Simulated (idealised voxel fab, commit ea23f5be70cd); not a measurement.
Proc. module: voxel transistor to metal
In the cross-section labelled cut, the width is 250 nm and each square cell is 5 nm.
Throughout this document, each cross-section is represented as a grid of square cells and is presented as a sequence of bands enumerated from the top downward, where a band comprises one or more rows of cells. Within each band entry, the heights of the top and of the bottom of the band appear first, in that order and in nm; the materials of the band then follow from left to right, each with its corresponding width in nm. The designation "everywhere" on a single material indicates that it fills the band from edge to edge; the designation "air" indicates empty space. Counting heights begins at 0, where everything beneath is, in the wafer as received, one material. The lowest band has no bottom; it goes on downwards, as "0..down" shows. Note: "30 to 40" means the width goes from the first number (top row of the band) to the second number (bottom row) in equal steps per row of cells. You'll sometimes find "nothing was modified" written for a step, and that's the way of saying that nowhere in the cross-section did a cell change during that step. "Closed void catalog" means: voids of 8 cells or more that are shut off from the top with no open way through. Written width x height at distance, distance from the left edge, in nm. The remark found on a step's line after its settings is issued by the simulator itself and pertains to that step. The "overlay nm" setting may appear on a step's line; for a step that uses a mask, it gives how far to the right of its planned position the mask lay, and a negative value indicates the left.
## The steps planned for the process are as follows
- 1: RECEIVE with material Si
- 2: CONFORMAL_DEP with material SiO2, thk nm 5
- 3: CONFORMAL_DEP with material SiN, thk nm 10
- 4: PATTERN with tone cover, mask id ACTIVE, material resist, width nm 95, pitch nm 125, thk nm 15, overlay nm 0
- 5: DIRECTIONAL_ETCH with etch materials SiN, depth nm 10
- 6: DIRECTIONAL_ETCH with etch materials SiO2, depth nm 5
- 7: DIRECTIONAL_ETCH with etch materials Si, depth nm 25
- 8: STRIP with etch materials resist
- 9: FILL_DEP with material SiO2, thk nm 5
- 10: CMP with height nm 15
- 11: SELECTIVE_ETCH with etch materials SiO2, depth nm 5
- 12: STRIP with etch materials SiN
- 13: SELECTIVE_ETCH with etch materials SiO2, depth nm 5
- 14: OXIDIZE with depth nm 5
- 15: DIRECTIONAL_DEP with material polySi, thk nm 25
- 16: DIRECTIONAL_DEP with material SiCN, thk nm 15
- 17: PATTERN with tone cover, mask id GATE, material resist, width nm 25, pitch nm 125, thk nm 20, overlay nm 0
- 18: DIRECTIONAL_ETCH with etch materials SiCN, depth nm 25
- 19: DIRECTIONAL_ETCH with etch materials polySi, depth nm 35
- 20: STRIP with etch materials resist
- 21: CONFORMAL_DEP with material SiO2, thk nm 5
- 22: DIRECTIONAL_ETCH with etch materials SiO2, depth nm 5
- 23: CONFORMAL_DEP with material SiN, thk nm 10
- 24: DIRECTIONAL_ETCH with etch materials SiN, depth nm 10
- 25: DIRECTIONAL_ETCH with etch materials SiO2, depth nm 5
- 26: DIRECTIONAL_ETCH with etch materials Si, depth nm 5
- 27: EPI with material pSi, thk nm 10
- 28: FILL_DEP with material SiO2, thk nm 10
- 29: CMP with height nm 40
- 30: DIRECTIONAL_DEP with material SiO2, thk nm 15
- 31: DIRECTIONAL_DEP with material aC, thk nm 10
- 32: PATTERN with tone open, mask id CONTACT, material resist, width nm 25, thk nm 25, overlay nm 0
- 33: DIRECTIONAL_ETCH with etch materials aC, depth nm 10
- 34: STRIP with etch materials resist
- 35: DIRECTIONAL_ETCH with etch materials SiO2, depth nm 50
- 36: STRIP with etch materials aC
- 37: CONFORMAL_DEP with material TiN, thk nm 5
- 38: FILL_DEP with material Ru, thk nm 5
- 39: CMP with height nm 55
- 40: DIRECTIONAL_DEP with material TiN, thk nm 5
- 41: DIRECTIONAL_DEP with material Ru, thk nm 25
- 42: MASKED_ETCH with tone cover, mask id METAL_1, width nm 15, etch materials Ru, depth nm 25, overlay nm 0
- 43: MASKED_ETCH with tone cover, mask id METAL_1, width nm 15, etch materials TiN, depth nm 5, overlay nm 0
- 44: CONFORMAL_DEP with material SiN, thk nm 5
- 45: FILL_DEP with material lowk, thk nm 10
- 46: CMP with height nm 85
- 47: CONFORMAL_DEP with material SiCN, thk nm 5
- 48: DIRECTIONAL_DEP with material lowk, thk nm 30
- 49: MASKED_ETCH with tone open, mask id METAL_2, width nm 15, pitch nm 125, etch materials lowk, depth nm 20, overlay nm 0
- 50: DIRECTIONAL_DEP with material aC, thk nm 15
- 51: PATTERN with tone open, mask id METAL_2_HOLES, material resist, width nm 15, pitch nm 125, thk nm 30, overlay nm 0
- 52: DIRECTIONAL_ETCH with etch materials aC, depth nm 15
- 53: STRIP with etch materials resist
- 54: DIRECTIONAL_ETCH with etch materials lowk, depth nm 10
- 55: DIRECTIONAL_ETCH with etch materials SiCN, depth nm 5
- 56: STRIP with etch materials aC
- 57: CONFORMAL_DEP with material TiN, thk nm 5
- 58: FILL_DEP with material Ru, thk nm 5
- 59: CMP with height nm 120
- 60: CONFORMAL_DEP with material SiN, thk nm 5
Heads up: all these wafers start the same, and what changes between them is the width nm in step 51. The value you see in the plan is just what the first wafer got.
## Cross-section of the first of several wafers on receipt, reflecting completion of step 1
> 0..down  Si everywhere
> Closed void catalog: none
## Shown in cross-section: the first of several wafers at the end of the module, after its last step, step 60
> 125..120  SiN everywhere
> 120..90  20 lowk  5 TiN  5 Ru  5 TiN  110 lowk  5 TiN  5 Ru  5 TiN  90 lowk
> 90..85  20 SiCN  15 TiN  110 SiCN  15 TiN  90 SiCN
> 85..60  15 lowk  5 SiN  15 Ru  5 SiN  45 lowk  5 SiN  15 Ru  5 SiN  30 lowk  5 SiN  15 Ru  5 SiN  45 lowk  5 SiN  15 Ru  5 SiN  15 lowk
> 60..55  20 SiN  15 TiN  55 SiN  15 TiN  40 SiN  15 TiN  55 SiN  15 TiN  20 SiN
> 55..45  20 SiO2  5 TiN  15 Ru  5 TiN  35 SiO2  5 TiN  15 Ru  5 TiN  40 SiO2  5 TiN  15 Ru  5 TiN  35 SiO2  5 TiN  15 Ru  5 TiN  20 SiO2
> 45..40  20 SiO2  5 TiN  5 Ru  15 TiN  35 SiO2  15 TiN  5 Ru  5 TiN  40 SiO2  5 TiN  5 Ru  15 TiN  35 SiO2  15 TiN  5 Ru  5 TiN  20 SiO2
> 40..25  20 SiO2  5 TiN  5 Ru  5 TiN  10 SiN  5 SiO2  25 SiCN  5 SiO2  10 SiN  5 TiN  5 Ru  5 TiN  40 SiO2  5 TiN  5 Ru  5 TiN  10 SiN  5 SiO2  25 SiCN  5 SiO2  10 SiN  5 TiN  5 Ru  5 TiN  20 SiO2
> 25..10  20 SiO2  5 TiN  5 Ru  5 TiN  10 SiN  5 SiO2  25 polySi  5 SiO2  10 SiN  5 TiN  5 Ru  5 TiN  40 SiO2  5 TiN  5 Ru  5 TiN  10 SiN  5 SiO2  25 polySi  5 SiO2  10 SiN  5 TiN  5 Ru  5 TiN  20 SiO2
> 10..5  20 SiO2  15 TiN  10 SiN  5 SiO2  25 polySi  5 SiO2  10 SiN  15 TiN  40 SiO2  15 TiN  10 SiN  5 SiO2  25 polySi  5 SiO2  10 SiN  15 TiN  20 SiO2
> 5..0  15 SiO2  10 SiN  10 pSi  10 SiN  5 SiO2  25 polySi  5 SiO2  10 SiN  10 pSi  10 SiN  30 SiO2  10 SiN  10 pSi  10 SiN  5 SiO2  25 polySi  5 SiO2  10 SiN  10 pSi  10 SiN  15 SiO2
> 0..-5  25 SiO2  10 pSi  55 SiO2  10 pSi  50 SiO2  10 pSi  55 SiO2  10 pSi  25 SiO2
> -5..-10  15 SiO2  10 Si  10 pSi  55 Si  10 pSi  10 Si  30 SiO2  10 Si  10 pSi  55 Si  10 pSi  10 Si  15 SiO2
> -10..-25  15 SiO2  95 Si  30 SiO2  95 Si  15 SiO2
> -25..down  Si everywhere
> Closed void catalog: none
## Cross-section of the final wafer among several, taken at the end of the module
> 125..120  SiN everywhere
> 120..110  15 lowk  5 to 10 TiN  20 to 5 Ru  5 to 15 TiN  95 lowk  5 to 10 TiN  20 to 5 Ru  5 to 15 TiN  80 lowk
> 110..90  20 lowk  5 TiN  5 Ru  5 TiN  110 lowk  5 TiN  5 Ru  5 TiN  90 lowk
> 90..85  20 SiCN  15 TiN  110 SiCN  15 TiN  90 SiCN
> 85..60  15 lowk  5 SiN  15 Ru  5 SiN  45 lowk  5 SiN  15 Ru  5 SiN  30 lowk  5 SiN  15 Ru  5 SiN  45 lowk  5 SiN  15 Ru  5 SiN  15 lowk
> 60..55  20 SiN  15 TiN  55 SiN  15 TiN  40 SiN  15 TiN  55 SiN  15 TiN  20 SiN
> 55..45  20 SiO2  5 TiN  15 Ru  5 TiN  35 SiO2  5 TiN  15 Ru  5 TiN  40 SiO2  5 TiN  15 Ru  5 TiN  35 SiO2  5 TiN  15 Ru  5 TiN  20 SiO2
> 45..40  20 SiO2  5 TiN  5 Ru  15 TiN  35 SiO2  15 TiN  5 Ru  5 TiN  40 SiO2  5 TiN  5 Ru  15 TiN  35 SiO2  15 TiN  5 Ru  5 TiN  20 SiO2
> 40..25  20 SiO2  5 TiN  5 Ru  5 TiN  10 SiN  5 SiO2  25 SiCN  5 SiO2  10 SiN  5 TiN  5 Ru  5 TiN  40 SiO2  5 TiN  5 Ru  5 TiN  10 SiN  5 SiO2  25 SiCN  5 SiO2  10 SiN  5 TiN  5 Ru  5 TiN  20 SiO2
> 25..10  20 SiO2  5 TiN  5 Ru  5 TiN  10 SiN  5 SiO2  25 polySi  5 SiO2  10 SiN  5 TiN  5 Ru  5 TiN  40 SiO2  5 TiN  5 Ru  5 TiN  10 SiN  5 SiO2  25 polySi  5 SiO2  10 SiN  5 TiN  5 Ru  5 TiN  20 SiO2
> 10..5  20 SiO2  15 TiN  10 SiN  5 SiO2  25 polySi  5 SiO2  10 SiN  15 TiN  40 SiO2  15 TiN  10 SiN  5 SiO2  25 polySi  5 SiO2  10 SiN  15 TiN  20 SiO2
> 5..0  15 SiO2  10 SiN  10 pSi  10 SiN  5 SiO2  25 polySi  5 SiO2  10 SiN  10 pSi  10 SiN  30 SiO2  10 SiN  10 pSi  10 SiN  5 SiO2  25 polySi  5 SiO2  10 SiN  10 pSi  10 SiN  15 SiO2
> 0..-5  25 SiO2  10 pSi  55 SiO2  10 pSi  50 SiO2  10 pSi  55 SiO2  10 pSi  25 SiO2
> -5..-10  15 SiO2  10 Si  10 pSi  55 Si  10 pSi  10 Si  30 SiO2  10 Si  10 pSi  55 Si  10 pSi  10 Si  15 SiO2
> -10..-25  15 SiO2  95 Si  30 SiO2  95 Si  15 SiO2
> -25..down  Si everywhere
> Closed void catalog: none
## Table: wafers, a row each; end-of-module cell change per material since receipt, gain (+), loss (-); then closed voids
width nm 15 | +124 Ru | -106 Si | +74 SiCN | +200 SiN | +336 SiO2 | +134 TiN | +414 lowk | +24 pSi | +50 polySi | Closed void catalog: none
width nm 20 | +126 Ru | -106 Si | +74 SiCN | +200 SiN | +336 SiO2 | +136 TiN | +410 lowk | +24 pSi | +50 polySi | Closed void catalog: none
width nm 25 | +128 Ru | -106 Si | +74 SiCN | +200 SiN | +336 SiO2 | +138 TiN | +406 lowk | +24 pSi | +50 polySi | Closed void catalog: none
width nm 30 | +130 Ru | -106 Si | +74 SiCN | +200 SiN | +336 SiO2 | +140 TiN | +402 lowk | +24 pSi | +50 polySi | Closed void catalog: none
